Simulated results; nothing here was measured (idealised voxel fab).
Process module in this document: voxel ribs on slabs
Square cells of 5 nm make up the cross-section cut, whose width is 270 nm.
Cross-section spec: square-cell grid; bands listed top down; each band is one or more rows. Quick guide to a band line: top height, bottom height (nm) up front; then every material left to right with its width in nm. Only one material and it's marked "all across"? Then it fills the band edge to edge. And "air" just means empty space. Height reference: 0 = level under which incoming wafer is all one material. Lowest band: no bottom, runs on downward, e.g. "0 -> down". Width "30..40": first value at the band's top row of cells, second value at its bottom row, equal change from row to row. Take "same as before" at face value: in the step it is given for, the cross-section changed in none of its cells. Under "Fully sealed cavities" you'll find the enclosed gaps, the ones with no way out to the top, that are 8 cells or bigger; each reads width x height at distance, with distance counted from the left edge, everything in nm. Past the settings on a step's line: simulator remark, on that step. The "overlay nm" setting may appear on a step's line; for a step that uses a mask, it gives how far to the right of its planned position the mask lay, and a negative value indicates the left.

**This section lists the process steps that were planned**
1 RECEIVE (material Si)
2 DIRECTIONAL_DEP (material SiO2; thk nm 25)
3 DIRECTIONAL_DEP (material polySi; thk nm 25)
4 DIRECTIONAL_DEP (material aC; thk nm 15)
5 PATTERN (tone cover; mask id RIB; material resist; width nm 20; thk nm 30; overlay nm 0)
6 DIRECTIONAL_ETCH (etch materials aC; depth nm 15)
7 STRIP (etch materials resist)
8 DIRECTIONAL_ETCH (etch materials polySi; depth nm 15)
9 STRIP (etch materials aC)
10 MASKED_ETCH (tone cover; mask id SLAB; width nm 70; etch materials polySi; depth nm 10; overlay nm 0)
11 FILL_DEP (material SiO2; thk nm 30)
12 CMP (height nm 70)
13 DIRECTIONAL_DEP (material TiN; thk nm 10)
14 MASKED_ETCH (tone cover; mask id HEATER; width nm 30; etch materials TiN; depth nm 10; overlay nm 0)
15 CONFORMAL_DEP (material SiO2; thk nm 10)

**First out of two wafers; run went to plan**

**Cross-section: wafer on arrival = after step 1**
> 0 -> down: Si all across
> Fully sealed cavities: none

**So this is the wafer cross-section right after step 2**
> 25 -> 0: SiO2 all across
> Everything below 0 is unchanged.

**So this is the wafer cross-section right after step 3**
> 50 -> 25: polySi all across
> Everything below 25 is unchanged.

**So this is the wafer cross-section right after step 4**
> 65 -> 50: aC all across
> Everything below 50 is unchanged.

**So this is the wafer cross-section right after step 5**
> 95 -> 65: 125 of air, then 20 of resist, then 125 of air
> Everything below 65 is unchanged.

**So this is the wafer cross-section right after step 6**
> 80 -> 65: 125 of air, then 20 of resist, then 125 of air
> 65 -> 50: 125 of air, then 20 of aC, then 125 of air
> Everything below 50 is unchanged.

**So this is the wafer cross-section right after step 7**
> 65 -> 50: 125 of air, then 20 of aC, then 125 of air
> Everything below 50 is unchanged.

**So this is the wafer cross-section right after step 8**
> 65 -> 50: 125 of air, then 20 of aC, then 125 of air
> 50 -> 35: 125 of air, then 20 of polySi, then 125 of air
> Everything below 35 is unchanged.

**So this is the wafer cross-section right after step 9**
> 50 -> 35: 125 of air, then 20 of polySi, then 125 of air
> Everything below 35 is unchanged.

**So this is the wafer cross-section right after step 10**
> 50 -> 35: 125 of air, then 20 of polySi, then 125 of air
> 35 -> 25: 100 of air, then 70 of polySi, then 100 of air
> Everything below 25 is unchanged.

**So this is the wafer cross-section right after step 11**
> 80 -> 50: SiO2 all across
> 50 -> 35: 125 of SiO2, then 20 of polySi, then 125 of SiO2
> 35 -> 25: 100 of SiO2, then 70 of polySi, then 100 of SiO2
> Everything below 25 is unchanged.

**So this is the wafer cross-section right after step 12**
> 70 -> 50: SiO2 all across
> Everything below 50 is unchanged.

**So this is the wafer cross-section right after step 13**
> 80 -> 70: TiN all across
> Everything below 70 is unchanged.

**So this is the wafer cross-section right after step 14**
> 80 -> 70: 120 of air, then 30 of TiN, then 120 of air
> Everything below 70 is unchanged.

**So this is the wafer cross-section right after step 15**
> 90 -> 80: 110 of air, then 50 of SiO2, then 110 of air
> 80 -> 70: 120 of SiO2, then 30 of TiN, then 120 of SiO2
> Everything below 70 is unchanged.

**Wafer two of the pair: same origin, same plan, one error during the run; identical to wafer one up to and including step 4**

**Second wafer: cross-section at the scheduled end of step 5**
> 95 -> 65: 125 of resist, then 20 of air, then 125 of resist
> Everything below 65 is unchanged.

**Second wafer: cross-section at the scheduled end of step 6**
> 80 -> 65: 125 of resist, then 20 of air, then 125 of resist
> 65 -> 50: 125 of aC, then 20 of air, then 125 of aC
> Everything below 50 is unchanged.

**Second wafer: cross-section at the scheduled end of step 7**
> 65 -> 50: 125 of aC, then 20 of air, then 125 of aC
> Everything below 50 is unchanged.

**Second wafer: cross-section at the scheduled end of step 8**
> 65 -> 50: 125 of aC, then 20 of air, then 125 of aC
> 50 -> 35: 125 of polySi, then 20 of air, then 125 of polySi
> Everything below 35 is unchanged.

**Second wafer: cross-section at the scheduled end of step 9**
> 50 -> 35: 125 of polySi, then 20 of air, then 125 of polySi
> Everything below 35 is unchanged.

**Second wafer: cross-section at the scheduled end of step 10**
> 50 -> 40: 100 of air, then 25 of polySi, then 20 of air, then 25 of polySi, then 100 of air
> Everything below 40 is unchanged.

**Second wafer: cross-section at the scheduled end of step 11**
> 80 -> 50: SiO2 all across
> 50 -> 40: 100 of SiO2, then 25 of polySi, then 20 of SiO2, then 25 of polySi, then 100 of SiO2
> 40 -> 35: 125 of polySi, then 20 of SiO2, then 125 of polySi
> Everything below 35 is unchanged.

**Second wafer: cross-section at the scheduled end of step 12**
> 70 -> 50: SiO2 all across
> Everything below 50 is unchanged.

**Second wafer: cross-section at the scheduled end of step 13**
> 80 -> 70: TiN all across
> Everything below 70 is unchanged.

**Second wafer: cross-section at the scheduled end of step 14**
> 80 -> 70: 120 of air, then 30 of TiN, then 120 of air
> Everything below 70 is unchanged.

**Second wafer: cross-section at the scheduled end of step 15**
> 90 -> 80: 110 of air, then 50 of SiO2, then 110 of air
> 80 -> 70: 120 of SiO2, then 30 of TiN, then 120 of SiO2
> Everything below 70 is unchanged.
What was done differently from what was planned? for step 5, the planned setting was not used; the step was instead run as PATTERN (tone open; mask id RIB; material resist; width nm 20; thk nm 30; overlay nm 0)
Final difference in cells, second wafer against first, listed per material as more or fewer: SiO2: 138 fewer; polySi: 138 more
